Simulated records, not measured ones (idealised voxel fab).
process module | voxel capacitor over wiring
cross-section cut | 190 nm wide | cells 5 nm
A cross-section is a grid of square cells, given in bands from the top down. A band is one or more rows of cells.
Each band's line starts with the height of the band's top and of its bottom, in nm. Then come its materials from left to right, each with its width in nm. One material with "throughout" fills the band from edge to edge. "air" is empty space.
Height 0 is the level under which the wafer as received is all one material. The lowest band goes on downwards, as in "0 down".
A width such as "30 to 40" changes by the same amount from each row of cells to the next, from the band's top row to its bottom row.
"no change" after a step means that no cell of the cross-section changed.
closed voids: empty space of 8 cells or more with no open way to the top, each as width x height at its distance from the left edge, in nm
after a step's settings: what the simulator itself notes on the step
overlay nm, on a step with a mask: how far to the right of its planned place the mask lay; to the left if negative
plan
1 op RECEIVE | material Si
2 op CONFORMAL_DEP | material SiO2 | thk nm 10
3 op CONFORMAL_DEP | material SiN | thk nm 5
4 op DIRECTIONAL_DEP | material SiO2 | thk nm 15
5 op DIRECTIONAL_DEP | material aC | thk nm 10
6 op PATTERN | tone open | mask id METAL_1 | material resist | width nm 30 | pitch nm 80 | thk nm 30 | overlay nm 0
7 op DIRECTIONAL_ETCH | etch materials aC | depth nm 10
8 op STRIP | etch materials resist
9 op DIRECTIONAL_ETCH | etch materials SiO2 | depth nm 15
10 op DIRECTIONAL_ETCH | etch materials SiN | depth nm 5
11 op STRIP | etch materials aC
12 op CONFORMAL_DEP | material TiN | thk nm 5
13 op FILL_DEP | material Ru | thk nm 10
14 op CMP | height nm 30
15 op EPI | material Ru | thk nm 5
16 op FILL_DEP | material SiCN | thk nm 5
17 op DIRECTIONAL_DEP | material SiO2 | thk nm 10
18 op MASKED_ETCH | tone open | mask id PLUG_1 | width nm 15 | etch materials SiO2 | depth nm 10 | overlay nm 0
19 op MASKED_ETCH | tone open | mask id PLUG_1 | width nm 15 | etch materials SiCN | depth nm 5 | overlay nm 0
20 op CONFORMAL_DEP | material TiN | thk nm 5
21 op FILL_DEP | material Cu | thk nm 5
22 op CMP | height nm 50
23 op DIRECTIONAL_DEP | material TiN | thk nm 5
24 op DIRECTIONAL_DEP | material HfO2 | thk nm 5
25 op DIRECTIONAL_DEP | material TiN | thk nm 10
26 op DIRECTIONAL_DEP | material aC | thk nm 15
27 op PATTERN | tone cover | mask id UPPER_PLATE | material resist | width nm 55 | thk nm 30 | overlay nm 0
28 op DIRECTIONAL_ETCH | etch materials aC | depth nm 15
29 op STRIP | etch materials resist
30 op DIRECTIONAL_ETCH | etch materials TiN | depth nm 10
31 op DIRECTIONAL_ETCH | etch materials HfO2 | depth nm 5
32 op STRIP | etch materials aC
33 op PATTERN | tone cover | mask id LOWER_PLATE | material resist | width nm 65 | thk nm 15 | overlay nm 0
34 op DIRECTIONAL_ETCH | etch materials TiN | depth nm 5
35 op STRIP | etch materials resist
36 op FILL_DEP | material SiO2 | thk nm 20
37 op CMP | height nm 85
38 op MASKED_ETCH | tone open | mask id PLUG_2 | width nm 15 | etch materials SiO2 | depth nm 15 | overlay nm 0
39 op CONFORMAL_DEP | material TiN | thk nm 5
40 op FILL_DEP | material W | thk nm 5
41 op CMP | height nm 85
42 op CONFORMAL_DEP | material SiCN | thk nm 5
as received, after step 1
  0 down: Si throughout
  closed voids: none
a wafer at the end: this start, this plan, one mistake
  90 to 85: SiCN throughout
  85 to 75: SiO2 65 | TiN 5 | W 5 | TiN 5 | SiO2 110
  75 to 70: SiO2 65 | TiN 15 | SiO2 110
  70 to 65: SiO2 50 | TiN 5 | SiO2 55 | TiN 5 | SiO2 75
  65 to 60: TiN 55 | SiO2 55 | TiN 80
  60 to 55: HfO2 55 | SiO2 55 | HfO2 80
  55 to 50: TiN throughout
  50 to 40: SiO2 55 | TiN 5 | Cu 5 | TiN 5 | SiO2 120
  40 to 35: SiCN 55 | TiN 15 | SiCN 120
  35 to 30: SiCN 35 | Ru 40 | SiCN 40 | Ru 40 | SiCN 35
  30 to 15: SiO2 40 | TiN 5 | Ru 20 | TiN 5 | SiO2 50 | TiN 5 | Ru 20 | TiN 5 | SiO2 40
  15 to 10: SiN 40 | TiN 30 | SiN 50 | TiN 30 | SiN 40
  10 to 0: SiO2 throughout
  0 down: Si throughout
  closed voids: none
what went wrong: step 27 ran as: op PATTERN | tone open | mask id UPPER_PLATE | material resist | width nm 55 | thk nm 30 | overlay nm 0
